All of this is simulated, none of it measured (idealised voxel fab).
The following is a process module called voxel capacitor over wiring.
200 nm wide, 5 nm square cells: that's cross-section cut.
Cross-section = grid of square cells, listed top down in bands; band = one or more rows. Band: top and bottom heights (nm) first, top before bottom; then materials from left to right, widths in nm. "throughout" marks a sole material filling the band edge to edge. "empty" denotes empty space. Heights from 0 (as-received wafer is one material below). Bottom band endless downward, as "0 and below". Width spec "30 to 40" -> top row of cells at first value, bottom row at second value, equal per-row change in between. Where the words "identical to before" appear for a step, the cross-section shows no cell changed by that step; every cell remained as before. If an empty space has no open way to the top and is at least 8 cells in size, "Voids, fully enclosed" lists it, written width x height at distance, where distance is measured from the left edge and every value is in nm. Heads up: the bit after the settings on a step's line is the simulator's remark on that step. overlay nm: mask right of planned place by this much (step with mask). Neg. = left.

The planned process steps are enumerated hereunder
- 1: op RECEIVE | material Si
- 2: op CONFORMAL_DEP | material SiO2 | thk nm 15
- 3: op CONFORMAL_DEP | material SiCN | thk nm 5
- 4: op DIRECTIONAL_DEP | material lowk | thk nm 20
- 5: op PATTERN | tone open | mask id METAL_1 | material resist | width nm 20 | pitch nm 70 | thk nm 20 | overlay nm 0
- 6: op DIRECTIONAL_ETCH | etch materials lowk | depth nm 20
- 7: op DIRECTIONAL_ETCH | etch materials SiCN | depth nm 5
- 8: op STRIP | etch materials resist
- 9: op CONFORMAL_DEP | material TiN | thk nm 5
- 10: op FILL_DEP | material Cu | thk nm 10
- 11: op CMP | height nm 40
- 12: op CONFORMAL_DEP | material SiCN | thk nm 5
- 13: op DIRECTIONAL_DEP | material lowk | thk nm 10
- 14: op PATTERN | tone open | mask id PLUG_1 | material resist | width nm 15 | thk nm 15 | overlay nm 0
- 15: op DIRECTIONAL_ETCH | etch materials lowk | depth nm 10
- 16: op DIRECTIONAL_ETCH | etch materials SiCN | depth nm 5
- 17: op STRIP | etch materials resist
- 18: op EPI | material Ru | thk nm 10
- 19: op EPI | material Ru | thk nm 5
- 20: op DIRECTIONAL_DEP | material TiN | thk nm 5
- 21: op DIRECTIONAL_DEP | material SiN | thk nm 5
- 22: op DIRECTIONAL_DEP | material TiN | thk nm 5
- 23: op DIRECTIONAL_DEP | material aC | thk nm 10
- 24: op PATTERN | tone cover | mask id UPPER_PLATE | material resist | width nm 55 | thk nm 30 | overlay nm 0
- 25: op DIRECTIONAL_ETCH | etch materials aC | depth nm 10
- 26: op STRIP | etch materials resist
- 27: op DIRECTIONAL_ETCH | etch materials TiN | depth nm 5
- 28: op DIRECTIONAL_ETCH | etch materials SiN | depth nm 5
- 29: op STRIP | etch materials aC
- 30: op MASKED_ETCH | tone cover | mask id LOWER_PLATE | width nm 65 | etch materials TiN | depth nm 5 | overlay nm 0
- 31: op FILL_DEP | material SiO2 | thk nm 15
- 32: op CMP | height nm 80
- 33: op PATTERN | tone open | mask id PLUG_2 | material resist | width nm 15 | thk nm 20 | overlay nm 0
- 34: op DIRECTIONAL_ETCH | etch materials SiO2 | depth nm 10
- 35: op STRIP | etch materials resist
- 36: op CONFORMAL_DEP | material TiN | thk nm 5
- 37: op FILL_DEP | material Cu | thk nm 10
- 38: op CMP | height nm 80
- 39: op CONFORMAL_DEP | material SiN | thk nm 5

Wafer cross-section on receipt, i.e. after step 1
> 0 and below = Si throughout
> Voids, fully enclosed: none

Look at the cross-section after the module: the wafer started out the way shown above and the plan was the one shown above, yet one mistake was made along the way
> 85 down to 80 = SiN throughout
> 80 down to 75 = SiO2 (60); TiN (25); SiO2 (115)
> 75 down to 70 = SiO2 (60); SiN (25); SiO2 (115)
> 70 down to 65 = SiO2 (55); TiN (60); SiO2 (85)
> 65 down to 60 = SiO2 (50); Ru (35); SiN (30); SiO2 (85)
> 60 down to 55 = SiO2 (50); Ru (35); TiN (35); SiO2 (80)
> 55 down to 45 = lowk (60); Ru (15); lowk (125)
> 45 down to 40 = SiCN (60); Ru (15); SiCN (125)
> 40 down to 20 = lowk (55); TiN (5); Cu (10); TiN (5); lowk (50); TiN (5); Cu (10); TiN (5); lowk (55)
> 20 down to 15 = SiCN (55); TiN (20); SiCN (50); TiN (20); SiCN (55)
> 15 down to 0 = SiO2 throughout
> 0 and below = Si throughout
> Voids, fully enclosed: none
Where did the run depart from the plan? plan step 18 ran twice
